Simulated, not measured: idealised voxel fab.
Proc. module: voxel trench capacitor
cross-section cut | 195 nm wide | cells 5 nm
Just so we're on the same page, the cross-sections are grids of square cells, and they're listed out in bands top to bottom, each band one or more rows deep.
The band entry comprises the height of the band's top followed by the height of its bottom, expressed in nm, and subsequently the band's materials from left to right, each stated together with its width in nm. Where a single material is marked with the word "edge to edge", that material fills the band from edge to edge. The word "empty" represents empty space.
It should be noted that heights are counted from 0, beneath which the wafer as supplied is of one material throughout, and that the lowest band possesses no lower boundary but continues downward, as written in "from 0 down".
When a width is written as two numbers, as in "30->40", the first number is the width in the top row of cells of the band and the second is the width in its bottom row, and the width changes by the same amount from each row to the next.
A step reported as "left unchanged" is a step in which no cell of the cross-section changed.
Basically, "Enclosed cavity list" tells you about the enclosed voids: empty spaces with no open way to the top, 8 cells or bigger, each written width x height at distance, where distance is from the left edge, all in nm.
Step line, after settings: the simulator's comment on this step.
Each step line may optionally specify "overlay nm", which for a step with a mask gives the rightward distance between the mask's planned place and where it lay, a negative value indicating the leftward direction.
Each pair below shows a cross-section before one step and the cross-section after it, down to the lowest band that changed. The line under each pair gives the step between them, with its settings. The pairs can come from different runs of this module on the same starting wafer, so a pair continues from the pair above only where its "Pre-processing view" says so.
Pre-processing view:
  from 0 down | Si edge to edge
  Enclosed cavity list: none
Resulting Structure:
  from 5 to 0 | SiN edge to edge
  Below a height of 0, the structure has not been altered.
  Enclosed cavity list: none
Between before and after above, the operation and settings are op CONFORMAL_DEP | material SiN | thk nm 5
Pre-processing view: equal to the after panel directly above.
Resulting Structure:
  from 20 to 5 | aC edge to edge
  Below a height of 5, the structure has not been altered.
  Enclosed cavity list: none
Between before and after above, the operation and settings are op DIRECTIONAL_DEP | material aC | thk nm 15
Pre-processing view: equal to the after panel directly above.
Resulting Structure:
  from 55 to 20 | resist: 30 | empty: 25 | resist: 30 | empty: 25 | resist: 30 | empty: 25 | resist: 30
  Below a height of 20, the structure has not been altered.
  Enclosed cavity list: none
Between before and after above, the operation and settings are op PATTERN | tone open | mask id TRENCH | material resist | width nm 25 | pitch nm 55 | thk nm 35 | overlay nm 0
Pre-processing view: equal to the after panel directly above.
Resulting Structure:
  from 40 to 20 | resist: 30 | empty: 25 | resist: 30 | empty: 25 | resist: 30 | empty: 25 | resist: 30
  from 20 to 5 | aC: 30 | empty: 25 | aC: 30 | empty: 25 | aC: 30 | empty: 25 | aC: 30
  Below a height of 5, the structure has not been altered.
  Enclosed cavity list: none
Between before and after above, the operation and settings are op DIRECTIONAL_ETCH | etch materials aC | depth nm 15
Pre-processing view: equal to the after panel directly above.
Resulting Structure:
  from 20 to 5 | aC: 30 | empty: 25 | aC: 30 | empty: 25 | aC: 30 | empty: 25 | aC: 30
  Below a height of 5, the structure has not been altered.
  Enclosed cavity list: none
Between before and after above, the operation and settings are op STRIP | etch materials resist
Pre-processing view: equal to the after panel directly above.
Resulting Structure:
  from 20 to 5 | aC: 30 | empty: 25 | aC: 30 | empty: 25 | aC: 30 | empty: 25 | aC: 30
  from 5 to 0 | SiN: 30 | empty: 25 | SiN: 30 | empty: 25 | SiN: 30 | empty: 25 | SiN: 30
  Below a height of 0, the structure has not been altered.
  Enclosed cavity list: none
Between before and after above, the operation and settings are op DIRECTIONAL_ETCH | etch materials SiN | depth nm 5
Pre-processing view: equal to the after panel directly above.
Resulting Structure:
  from 20 to 5 | aC: 30 | empty: 25 | aC: 30 | empty: 25 | aC: 30 | empty: 25 | aC: 30
  from 5 to 0 | SiN: 30 | empty: 25 | SiN: 30 | empty: 25 | SiN: 30 | empty: 25 | SiN: 30
  from 0 to -35 | Si: 30 | empty: 25 | Si: 30 | empty: 25 | Si: 30 | empty: 25 | Si: 30
  Below a height of -35, the structure has not been altered.
  Enclosed cavity list: none
Between before and after above, the operation and settings are op DIRECTIONAL_ETCH | etch materials Si | depth nm 35
Pre-processing view: equal to the after panel directly above.
Resulting Structure:
  from 5 to 0 | SiN: 30 | empty: 25 | SiN: 30 | empty: 25 | SiN: 30 | empty: 25 | SiN: 30
  Below a height of 0, the structure has not been altered.
  Enclosed cavity list: none
Between before and after above, the operation and settings are op STRIP | etch materials aC
Pre-processing view: equal to the after panel directly above.
Resulting Structure:
  from 10 to 5 | SiO2: 35 | empty: 15 | SiO2: 40 | empty: 15 | SiO2: 40 | empty: 15 | SiO2: 35
  from 5 to 0 | SiN: 30 | SiO2: 5 | empty: 15 | SiO2: 5 | SiN: 30 | SiO2: 5 | empty: 15 | SiO2: 5 | SiN: 30 | SiO2: 5 | empty: 15 | SiO2: 5 | SiN: 30
  from 0 to -30 | Si: 30 | SiO2: 5 | empty: 15 | SiO2: 5 | Si: 30 | SiO2: 5 | empty: 15 | SiO2: 5 | Si: 30 | SiO2: 5 | empty: 15 | SiO2: 5 | Si: 30
  from -30 to -35 | Si: 30 | SiO2: 25 | Si: 30 | SiO2: 25 | Si: 30 | SiO2: 25 | Si: 30
  Below a height of -35, the structure has not been altered.
  Enclosed cavity list: none
Between before and after above, the operation and settings are op CONFORMAL_DEP | material SiO2 | thk nm 5
Pre-processing view: equal to the after panel directly above.
Resulting Structure:
  from 20 to 10 | polySi edge to edge
  from 10 to 5 | SiO2: 35 | polySi: 15 | SiO2: 40 | polySi: 15 | SiO2: 40 | polySi: 15 | SiO2: 35
  from 5 to 0 | SiN: 30 | SiO2: 5 | polySi: 15 | SiO2: 5 | SiN: 30 | SiO2: 5 | polySi: 15 | SiO2: 5 | SiN: 30 | SiO2: 5 | polySi: 15 | SiO2: 5 | SiN: 30
  from 0 to -30 | Si: 30 | SiO2: 5 | polySi: 15 | SiO2: 5 | Si: 30 | SiO2: 5 | polySi: 15 | SiO2: 5 | Si: 30 | SiO2: 5 | polySi: 15 | SiO2: 5 | Si: 30
  Below a height of -30, the structure has not been altered.
  Enclosed cavity list: none
Between before and after above, the operation and settings are op FILL_DEP | material polySi | thk nm 10
Pre-processing view: equal to the after panel directly above.
Resulting Structure:
  from 5 to 0 | SiN: 30 | SiO2: 5 | polySi: 15 | SiO2: 5 | SiN: 30 | SiO2: 5 | polySi: 15 | SiO2: 5 | SiN: 30 | SiO2: 5 | polySi: 15 | SiO2: 5 | SiN: 30
  Below a height of 0, the structure has not been altered.
  Enclosed cavity list: none
Between before and after above, the operation and settings are op CMP | height nm 5
Pre-processing view:
  from 20 to 5 | aC: 30 | empty: 25 | aC: 30 | empty: 25 | aC: 30 | empty: 25 | aC: 30
  from 5 to 0 | SiN: 30 | empty: 25 | SiN: 30 | empty: 25 | SiN: 30 | empty: 25 | SiN: 30
  from 0 to -35 | Si: 30 | empty: 25 | Si: 30 | empty: 25 | Si: 30 | empty: 25 | Si: 30
  from -35 down | Si edge to edge
  Enclosed cavity list: none
Resulting Structure:
  from 25 to 20 | SiO2: 35 | empty: 15 | SiO2: 40 | empty: 15 | SiO2: 40 | empty: 15 | SiO2: 35
  from 20 to 5 | aC: 30 | SiO2: 5 | empty: 15 | SiO2: 5 | aC: 30 | SiO2: 5 | empty: 15 | SiO2: 5 | aC: 30 | SiO2: 5 | empty: 15 | SiO2: 5 | aC: 30
  from 5 to 0 | SiN: 30 | SiO2: 5 | empty: 15 | SiO2: 5 | SiN: 30 | SiO2: 5 | empty: 15 | SiO2: 5 | SiN: 30 | SiO2: 5 | empty: 15 | SiO2: 5 | SiN: 30
  from 0 to -30 | Si: 30 | SiO2: 5 | empty: 15 | SiO2: 5 | Si: 30 | SiO2: 5 | empty: 15 | SiO2: 5 | Si: 30 | SiO2: 5 | empty: 15 | SiO2: 5 | Si: 30
  from -30 to -35 | Si: 30 | SiO2: 25 | Si: 30 | SiO2: 25 | Si: 30 | SiO2: 25 | Si: 30
  Below a height of -35, the structure has not been altered.
  Enclosed cavity list: none
Between before and after above, the operation and settings are op CONFORMAL_DEP | material SiO2 | thk nm 5
Pre-processing view: equal to the after panel directly above.
Resulting Structure:
  from 35 to 25 | polySi edge to edge
  from 25 to 20 | SiO2: 35 | polySi: 15 | SiO2: 40 | polySi: 15 | SiO2: 40 | polySi: 15 | SiO2: 35
  from 20 to 5 | aC: 30 | SiO2: 5 | polySi: 15 | SiO2: 5 | aC: 30 | SiO2: 5 | polySi: 15 | SiO2: 5 | aC: 30 | SiO2: 5 | polySi: 15 | SiO2: 5 | aC: 30
  from 5 to 0 | SiN: 30 | SiO2: 5 | polySi: 15 | SiO2: 5 | SiN: 30 | SiO2: 5 | polySi: 15 | SiO2: 5 | SiN: 30 | SiO2: 5 | polySi: 15 | SiO2: 5 | SiN: 30
  from 0 to -30 | Si: 30 | SiO2: 5 | polySi: 15 | SiO2: 5 | Si: 30 | SiO2: 5 | polySi: 15 | SiO2: 5 | Si: 30 | SiO2: 5 | polySi: 15 | SiO2: 5 | Si: 30
  Below a height of -30, the structure has not been altered.
  Enclosed cavity list: none
Between before and after above, the operation and settings are op FILL_DEP | material polySi | thk nm 10
Pre-processing view: equal to the after panel directly above.
Resulting Structure:
  from 5 to 0 | SiN: 30 | SiO2: 5 | polySi: 15 | SiO2: 5 | SiN: 30 | SiO2: 5 | polySi: 15 | SiO2: 5 | SiN: 30 | SiO2: 5 | polySi: 15 | SiO2: 5 | SiN: 30
  Below a height of 0, the structure has not been altered.
  Enclosed cavity list: none
Between before and after above, the operation and settings are op CMP | height nm 5
Pre-processing view:
  from 20 to 5 | aC: 30 | empty: 25 | aC: 30 | empty: 25 | aC: 30 | empty: 25 | aC: 30
  from 5 to 0 | SiN: 30 | empty: 25 | SiN: 30 | empty: 25 | SiN: 30 | empty: 25 | SiN: 30
  from 0 down | Si edge to edge
  Enclosed cavity list: none
Resulting Structure:
  from 20 to 5 | aC: 30 | empty: 25 | aC: 30 | empty: 25 | aC: 30 | empty: 25 | aC: 30
  from 5 to 0 | SiN: 30 | empty: 25 | SiN: 30 | empty: 25 | SiN: 30 | empty: 25 | SiN: 30
  from 0 to -40 | Si: 30 | empty: 25 | Si: 30 | empty: 25 | Si: 30 | empty: 25 | Si: 30
  Below a height of -40, the structure has not been altered.
  Enclosed cavity list: none
Between before and after above, the operation and settings are op DIRECTIONAL_ETCH | etch materials Si | depth nm 40
Pre-processing view: equal to the after panel directly above.
Resulting Structure:
  from 5 to 0 | SiN: 30 | empty: 25 | SiN: 30 | empty: 25 | SiN: 30 | empty: 25 | SiN: 30
  Below a height of 0, the structure has not been altered.
  Enclosed cavity list: none
Between before and after above, the operation and settings are op STRIP | etch materials aC
Pre-processing view: equal to the after panel directly above.
Resulting Structure:
  from 10 to 5 | SiO2: 35 | empty: 15 | SiO2: 40 | empty: 15 | SiO2: 40 | empty: 15 | SiO2: 35
  from 5 to 0 | SiN: 30 | SiO2: 5 | empty: 15 | SiO2: 5 | SiN: 30 | SiO2: 5 | empty: 15 | SiO2: 5 | SiN: 30 | SiO2: 5 | empty: 15 | SiO2: 5 | SiN: 30
  from 0 to -35 | Si: 30 | SiO2: 5 | empty: 15 | SiO2: 5 | Si: 30 | SiO2: 5 | empty: 15 | SiO2: 5 | Si: 30 | SiO2: 5 | empty: 15 | SiO2: 5 | Si: 30
  from -35 to -40 | Si: 30 | SiO2: 25 | Si: 30 | SiO2: 25 | Si: 30 | SiO2: 25 | Si: 30
  Below a height of -40, the structure has not been altered.
  Enclosed cavity list: none
Between before and after above, the operation and settings are op CONFORMAL_DEP | material SiO2 | thk nm 5
Pre-processing view: equal to the after panel directly above.
Resulting Structure:
  from 20 to 10 | polySi edge to edge
  from 10 to 5 | SiO2: 35 | polySi: 15 | SiO2: 40 | polySi: 15 | SiO2: 40 | polySi: 15 | SiO2: 35
  from 5 to 0 | SiN: 30 | SiO2: 5 | polySi: 15 | SiO2: 5 | SiN: 30 | SiO2: 5 | polySi: 15 | SiO2: 5 | SiN: 30 | SiO2: 5 | polySi: 15 | SiO2: 5 | SiN: 30
  from 0 to -35 | Si: 30 | SiO2: 5 | polySi: 15 | SiO2: 5 | Si: 30 | SiO2: 5 | polySi: 15 | SiO2: 5 | Si: 30 | SiO2: 5 | polySi: 15 | SiO2: 5 | Si: 30
  Below a height of -35, the structure has not been altered.
  Enclosed cavity list: none
Between before and after above, the operation and settings are op FILL_DEP | material polySi | thk nm 10
Pre-processing view: equal to the after panel directly above.
Resulting Structure:
  from 5 to 0 | SiN: 30 | SiO2: 5 | polySi: 15 | SiO2: 5 | SiN: 30 | SiO2: 5 | polySi: 15 | SiO2: 5 | SiN: 30 | SiO2: 5 | polySi: 15 | SiO2: 5 | SiN: 30
  Below a height of 0, the structure has not been altered.
  Enclosed cavity list: none
Between before and after above, the operation and settings are op CMP | height nm 5
Pre-processing view:
  from 20 to 5 | aC edge to edge
  from 5 to 0 | SiN edge to edge
  from 0 down | Si edge to edge
  Enclosed cavity list: none
Resulting Structure:
  from 55 to 20 | resist: 35 | empty: 15 | resist: 40 | empty: 15 | resist: 40 | empty: 15 | resist: 35
  Below a height of 20, the structure has not been altered.
  Enclosed cavity list: none
Between before and after above, the operation and settings are op PATTERN | tone open | mask id TRENCH | material resist | width nm 15 | pitch nm 55 | thk nm 35 | overlay nm 0
Pre-processing view: equal to the after panel directly above.
Resulting Structure:
  from 40 to 20 | resist: 35 | empty: 15 | resist: 40 | empty: 15 | resist: 40 | empty: 15 | resist: 35
  from 20 to 5 | aC: 35 | empty: 15 | aC: 40 | empty: 15 | aC: 40 | empty: 15 | aC: 35
  Below a height of 5, the structure has not been altered.
  Enclosed cavity list: none
Between before and after above, the operation and settings are op DIRECTIONAL_ETCH | etch materials aC | depth nm 15
Pre-processing view: equal to the after panel directly above.
Resulting Structure:
  from 20 to 5 | aC: 35 | empty: 15 | aC: 40 | empty: 15 | aC: 40 | empty: 15 | aC: 35
  Below a height of 5, the structure has not been altered.
  Enclosed cavity list: none
Between before and after above, the operation and settings are op STRIP | etch materials resist
Pre-processing view: equal to the after panel directly above.
Resulting Structure:
  from 20 to 5 | aC: 35 | empty: 15 | aC: 40 | empty: 15 | aC: 40 | empty: 15 | aC: 35
  from 5 to 0 | SiN: 35 | empty: 15 | SiN: 40 | empty: 15 | SiN: 40 | empty: 15 | SiN: 35
  Below a height of 0, the structure has not been altered.
  Enclosed cavity list: none
Between before and after above, the operation and settings are op DIRECTIONAL_ETCH | etch materials SiN | depth nm 5
Pre-processing view: equal to the after panel directly above.
Resulting Structure:
  from 20 to 5 | aC: 35 | empty: 15 | aC: 40 | empty: 15 | aC: 40 | empty: 15 | aC: 35
  from 5 to 0 | SiN: 35 | empty: 15 | SiN: 40 | empty: 15 | SiN: 40 | empty: 15 | SiN: 35
  from 0 to -35 | Si: 35 | empty: 15 | Si: 40 | empty: 15 | Si: 40 | empty: 15 | Si: 35
  Below a height of -35, the structure has not been altered.
  Enclosed cavity list: none
Between before and after above, the operation and settings are op DIRECTIONAL_ETCH | etch materials Si | depth nm 35
Pre-processing view: equal to the after panel directly above.
Resulting Structure:
  from 5 to 0 | SiN: 35 | empty: 15 | SiN: 40 | empty: 15 | SiN: 40 | empty: 15 | SiN: 35
  Below a height of 0, the structure has not been altered.
  Enclosed cavity list: none
Between before and after above, the operation and settings are op STRIP | etch materials aC
Pre-processing view: equal to the after panel directly above.
Resulting Structure:
  from 10 to 5 | SiO2: 40 | empty: 5 | SiO2: 50 | empty: 5 | SiO2: 50 | empty: 5 | SiO2: 40
  from 5 to 0 | SiN: 35 | SiO2: 5 | empty: 5 | SiO2: 5 | SiN: 40 | SiO2: 5 | empty: 5 | SiO2: 5 | SiN: 40 | SiO2: 5 | empty: 5 | SiO2: 5 | SiN: 35
  from 0 to -30 | Si: 35 | SiO2: 5 | empty: 5 | SiO2: 5 | Si: 40 | SiO2: 5 | empty: 5 | SiO2: 5 | Si: 40 | SiO2: 5 | empty: 5 | SiO2: 5 | Si: 35
  from -30 to -35 | Si: 35 | SiO2: 15 | Si: 40 | SiO2: 15 | Si: 40 | SiO2: 15 | Si: 35
  Below a height of -35, the structure has not been altered.
  Enclosed cavity list: none
Between before and after above, the operation and settings are op CONFORMAL_DEP | material SiO2 | thk nm 5
Pre-processing view: equal to the after panel directly above.
Resulting Structure:
  from 20 to 10 | polySi edge to edge
  from 10 to 5 | SiO2: 40 | polySi: 5 | SiO2: 50 | polySi: 5 | SiO2: 50 | polySi: 5 | SiO2: 40
  from 5 to 0 | SiN: 35 | SiO2: 5 | polySi: 5 | SiO2: 5 | SiN: 40 | SiO2: 5 | polySi: 5 | SiO2: 5 | SiN: 40 | SiO2: 5 | polySi: 5 | SiO2: 5 | SiN: 35
  from 0 to -30 | Si: 35 | SiO2: 5 | polySi: 5 | SiO2: 5 | Si: 40 | SiO2: 5 | polySi: 5 | SiO2: 5 | Si: 40 | SiO2: 5 | polySi: 5 | SiO2: 5 | Si: 35
  Below a height of -30, the structure has not been altered.
  Enclosed cavity list: none
Between before and after above, the operation and settings are op FILL_DEP | material polySi | thk nm 10
Pre-processing view: equal to the after panel directly above.
Resulting Structure:
  from 5 to 0 | SiN: 35 | SiO2: 5 | polySi: 5 | SiO2: 5 | SiN: 40 | SiO2: 5 | polySi: 5 | SiO2: 5 | SiN: 40 | SiO2: 5 | polySi: 5 | SiO2: 5 | SiN: 35
  Below a height of 0, the structure has not been altered.
  Enclosed cavity list: none
Between before and after above, the operation and settings are op CMP | height nm 5
Pre-processing view:
  from 20 to 5 | aC edge to edge
  from 5 to 0 | SiN edge to edge
  from 0 down | Si edge to edge
  Enclosed cavity list: none
Resulting Structure:
  from 55 to 20 | resist: 35 | empty: 25 | resist: 30 | empty: 25 | resist: 30 | empty: 25 | resist: 25
  Below a height of 20, the structure has not been altered.
  Enclosed cavity list: none
Between before and after above, the operation and settings are op PATTERN | tone open | mask id TRENCH | material resist | width nm 25 | pitch nm 55 | thk nm 35 | overlay nm 5
Pre-processing view: equal to the after panel directly above.
Resulting Structure:
  from 40 to 20 | resist: 35 | empty: 25 | resist: 30 | empty: 25 | resist: 30 | empty: 25 | resist: 25
  from 20 to 5 | aC: 35 | empty: 25 | aC: 30 | empty: 25 | aC: 30 | empty: 25 | aC: 25
  Below a height of 5, the structure has not been altered.
  Enclosed cavity list: none
Between before and after above, the operation and settings are op DIRECTIONAL_ETCH | etch materials aC | depth nm 15
Pre-processing view: equal to the after panel directly above.
Resulting Structure:
  from 20 to 5 | aC: 35 | empty: 25 | aC: 30 | empty: 25 | aC: 30 | empty: 25 | aC: 25
  Below a height of 5, the structure has not been altered.
  Enclosed cavity list: none
Between before and after above, the operation and settings are op STRIP | etch materials resist
Pre-processing view: equal to the after panel directly above.
Resulting Structure:
  from 20 to 5 | aC: 35 | empty: 25 | aC: 30 | empty: 25 | aC: 30 | empty: 25 | aC: 25
  from 5 to 0 | SiN: 35 | empty: 25 | SiN: 30 | empty: 25 | SiN: 30 | empty: 25 | SiN: 25
  Below a height of 0, the structure has not been altered.
  Enclosed cavity list: none
Between before and after above, the operation and settings are op DIRECTIONAL_ETCH | etch materials SiN | depth nm 5
Pre-processing view: equal to the after panel directly above.
Resulting Structure:
  from 20 to 5 | aC: 35 | empty: 25 | aC: 30 | empty: 25 | aC: 30 | empty: 25 | aC: 25
  from 5 to 0 | SiN: 35 | empty: 25 | SiN: 30 | empty: 25 | SiN: 30 | empty: 25 | SiN: 25
  from 0 to -35 | Si: 35 | empty: 25 | Si: 30 | empty: 25 | Si: 30 | empty: 25 | Si: 25
  Below a height of -35, the structure has not been altered.
  Enclosed cavity list: none
Between before and after above, the operation and settings are op DIRECTIONAL_ETCH | etch materials Si | depth nm 35
Pre-processing view: equal to the after panel directly above.
Resulting Structure:
  from 5 to 0 | SiN: 35 | empty: 25 | SiN: 30 | empty: 25 | SiN: 30 | empty: 25 | SiN: 25
  Below a height of 0, the structure has not been altered.
  Enclosed cavity list: none
Between before and after above, the operation and settings are op STRIP | etch materials aC
Pre-processing view: equal to the after panel directly above.
Resulting Structure:
  from 10 to 5 | SiO2: 40 | empty: 15 | SiO2: 40 | empty: 15 | SiO2: 40 | empty: 15 | SiO2: 30
  from 5 to 0 | SiN: 35 | SiO2: 5 | empty: 15 | SiO2: 5 | SiN: 30 | SiO2: 5 | empty: 15 | SiO2: 5 | SiN: 30 | SiO2: 5 | empty: 15 | SiO2: 5 | SiN: 25
  from 0 to -30 | Si: 35 | SiO2: 5 | empty: 15 | SiO2: 5 | Si: 30 | SiO2: 5 | empty: 15 | SiO2: 5 | Si: 30 | SiO2: 5 | empty: 15 | SiO2: 5 | Si: 25
  from -30 to -35 | Si: 35 | SiO2: 25 | Si: 30 | SiO2: 25 | Si: 30 | SiO2: 25 | Si: 25
  Below a height of -35, the structure has not been altered.
  Enclosed cavity list: none
Between before and after above, the operation and settings are op CONFORMAL_DEP | material SiO2 | thk nm 5
Pre-processing view: equal to the after panel directly above.
Resulting Structure:
  from 20 to 10 | polySi edge to edge
  from 10 to 5 | SiO2: 40 | polySi: 15 | SiO2: 40 | polySi: 15 | SiO2: 40 | polySi: 15 | SiO2: 30
  from 5 to 0 | SiN: 35 | SiO2: 5 | polySi: 15 | SiO2: 5 | SiN: 30 | SiO2: 5 | polySi: 15 | SiO2: 5 | SiN: 30 | SiO2: 5 | polySi: 15 | SiO2: 5 | SiN: 25
  from 0 to -30 | Si: 35 | SiO2: 5 | polySi: 15 | SiO2: 5 | Si: 30 | SiO2: 5 | polySi: 15 | SiO2: 5 | Si: 30 | SiO2: 5 | polySi: 15 | SiO2: 5 | Si: 25
  Below a height of -30, the structure has not been altered.
  Enclosed cavity list: none
Between before and after above, the operation and settings are op FILL_DEP | material polySi | thk nm 10
Pre-processing view: equal to the after panel directly above.
Resulting Structure:
  from 5 to 0 | SiN: 35 | SiO2: 5 | polySi: 15 | SiO2: 5 | SiN: 30 | SiO2: 5 | polySi: 15 | SiO2: 5 | SiN: 30 | SiO2: 5 | polySi: 15 | SiO2: 5 | SiN: 25
  Below a height of 0, the structure has not been altered.
  Enclosed cavity list: none
Between before and after above, the operation and settings are op CMP | height nm 5
Pre-processing view:
  from 10 to 5 | SiO2: 35 | empty: 15 | SiO2: 40 | empty: 15 | SiO2: 40 | empty: 15 | SiO2: 35
  from 5 to 0 | SiN: 30 | SiO2: 5 | empty: 15 | SiO2: 5 | SiN: 30 | SiO2: 5 | empty: 15 | SiO2: 5 | SiN: 30 | SiO2: 5 | empty: 15 | SiO2: 5 | SiN: 30
  from 0 to -30 | Si: 30 | SiO2: 5 | empty: 15 | SiO2: 5 | Si: 30 | SiO2: 5 | empty: 15 | SiO2: 5 | Si: 30 | SiO2: 5 | empty: 15 | SiO2: 5 | Si: 30
  from -30 to -35 | Si: 30 | SiO2: 25 | Si: 30 | SiO2: 25 | Si: 30 | SiO2: 25 | Si: 30
  from -35 down | Si edge to edge
  Enclosed cavity list: none
Resulting Structure:
  from 20 to 10 | aC edge to edge
  from 10 to 5 | SiO2: 35 | aC: 15 | SiO2: 40 | aC: 15 | SiO2: 40 | aC: 15 | SiO2: 35
  from 5 to 0 | SiN: 30 | SiO2: 5 | aC: 15 | SiO2: 5 | SiN: 30 | SiO2: 5 | aC: 15 | SiO2: 5 | SiN: 30 | SiO2: 5 | aC: 15 | SiO2: 5 | SiN: 30
  from 0 to -30 | Si: 30 | SiO2: 5 | aC: 15 | SiO2: 5 | Si: 30 | SiO2: 5 | aC: 15 | SiO2: 5 | Si: 30 | SiO2: 5 | aC: 15 | SiO2: 5 | Si: 30
  Below a height of -30, the structure has not been altered.
  Enclosed cavity list: none
Between before and after above, the operation and settings are op FILL_DEP | material aC | thk nm 10
Pre-processing view: equal to the after panel directly above.
Resulting Structure:
  from 5 to 0 | SiN: 30 | SiO2: 5 | aC: 15 | SiO2: 5 | SiN: 30 | SiO2: 5 | aC: 15 | SiO2: 5 | SiN: 30 | SiO2: 5 | aC: 15 | SiO2: 5 | SiN: 30
  Below a height of 0, the structure has not been altered.
  Enclosed cavity list: none
Between before and after above, the operation and settings are op CMP | height nm 5
Pre-processing view:
  from 20 to 5 | aC edge to edge
  from 5 to 0 | SiN edge to edge
  from 0 down | Si edge to edge
  Enclosed cavity list: none
Resulting Structure:
  from 55 to 20 | empty: 30 | resist: 25 | empty: 30 | resist: 25 | empty: 30 | resist: 25 | empty: 30
  Below a height of 20, the structure has not been altered.
  Enclosed cavity list: none
Between before and after above, the operation and settings are op PATTERN | tone cover | mask id TRENCH | material resist | width nm 25 | pitch nm 55 | thk nm 35 | overlay nm 0
Pre-processing view: equal to the after panel directly above.
Resulting Structure:
  from 40 to 20 | empty: 30 | resist: 25 | empty: 30 | resist: 25 | empty: 30 | resist: 25 | empty: 30
  from 20 to 5 | empty: 30 | aC: 25 | empty: 30 | aC: 25 | empty: 30 | aC: 25 | empty: 30
  Below a height of 5, the structure has not been altered.
  Enclosed cavity list: none
Between before and after above, the operation and settings are op DIRECTIONAL_ETCH | etch materials aC | depth nm 15
Pre-processing view: equal to the after panel directly above.
Resulting Structure:
  from 20 to 5 | empty: 30 | aC: 25 | empty: 30 | aC: 25 | empty: 30 | aC: 25 | empty: 30
  Below a height of 5, the structure has not been altered.
  Enclosed cavity list: none
Between before and after above, the operation and settings are op STRIP | etch materials resist
Pre-processing view: equal to the after panel directly above.
Resulting Structure:
  from 20 to 5 | empty: 30 | aC: 25 | empty: 30 | aC: 25 | empty: 30 | aC: 25 | empty: 30
  from 5 to 0 | empty: 30 | SiN: 25 | empty: 30 | SiN: 25 | empty: 30 | SiN: 25 | empty: 30
  Below a height of 0, the structure has not been altered.
  Enclosed cavity list: none
Between before and after above, the operation and settings are op DIRECTIONAL_ETCH | etch materials SiN | depth nm 5
Pre-processing view: equal to the after panel directly above.
Resulting Structure:
  from 20 to 5 | empty: 30 | aC: 25 | empty: 30 | aC: 25 | empty: 30 | aC: 25 | empty: 30
  from 5 to 0 | empty: 30 | SiN: 25 | empty: 30 | SiN: 25 | empty: 30 | SiN: 25 | empty: 30
  from 0 to -35 | empty: 30 | Si: 25 | empty: 30 | Si: 25 | empty: 30 | Si: 25 | empty: 30
  Below a height of -35, the structure has not been altered.
  Enclosed cavity list: none
Between before and after above, the operation and settings are op DIRECTIONAL_ETCH | etch materials Si | depth nm 35
Pre-processing view: equal to the after panel directly above.
Resulting Structure:
  from 5 to 0 | empty: 30 | SiN: 25 | empty: 30 | SiN: 25 | empty: 30 | SiN: 25 | empty: 30
  Below a height of 0, the structure has not been altered.
  Enclosed cavity list: none
Between before and after above, the operation and settings are op STRIP | etch materials aC
Pre-processing view: equal to the after panel directly above.
Resulting Structure:
  from 10 to 5 | empty: 25 | SiO2: 35 | empty: 20 | SiO2: 35 | empty: 20 | SiO2: 35 | empty: 25
  from 5 to 0 | empty: 25 | SiO2: 5 | SiN: 25 | SiO2: 5 | empty: 20 | SiO2: 5 | SiN: 25 | SiO2: 5 | empty: 20 | SiO2: 5 | SiN: 25 | SiO2: 5 | empty: 25
  from 0 to -30 | empty: 25 | SiO2: 5 | Si: 25 | SiO2: 5 | empty: 20 | SiO2: 5 | Si: 25 | SiO2: 5 | empty: 20 | SiO2: 5 | Si: 25 | SiO2: 5 | empty: 25
  from -30 to -35 | SiO2: 30 | Si: 25 | SiO2: 30 | Si: 25 | SiO2: 30 | Si: 25 | SiO2: 30
  Below a height of -35, the structure has not been altered.
  Enclosed cavity list: none
Between before and after above, the operation and settings are op CONFORMAL_DEP | material SiO2 | thk nm 5
Pre-processing view: equal to the after panel directly above.
Resulting Structure:
  from 20 to 10 | polySi edge to edge
  from 10 to 5 | polySi: 25 | SiO2: 35 | polySi: 20 | SiO2: 35 | polySi: 20 | SiO2: 35 | polySi: 25
  from 5 to 0 | polySi: 25 | SiO2: 5 | SiN: 25 | SiO2: 5 | polySi: 20 | SiO2: 5 | SiN: 25 | SiO2: 5 | polySi: 20 | SiO2: 5 | SiN: 25 | SiO2: 5 | polySi: 25
  from 0 to -30 | polySi: 25 | SiO2: 5 | Si: 25 | SiO2: 5 | polySi: 20 | SiO2: 5 | Si: 25 | SiO2: 5 | polySi: 20 | SiO2: 5 | Si: 25 | SiO2: 5 | polySi: 25
  Below a height of -30, the structure has not been altered.
  Enclosed cavity list: none
Between before and after above, the operation and settings are op FILL_DEP | material polySi | thk nm 10
Pre-processing view: equal to the after panel directly above.
Resulting Structure:
  from 5 to 0 | polySi: 25 | SiO2: 5 | SiN: 25 | SiO2: 5 | polySi: 20 | SiO2: 5 | SiN: 25 | SiO2: 5 | polySi: 20 | SiO2: 5 | SiN: 25 | SiO2: 5 | polySi: 25
  Below a height of 0, the structure has not been altered.
  Enclosed cavity list: none
Between before and after above, the operation and settings are op CMP | height nm 5
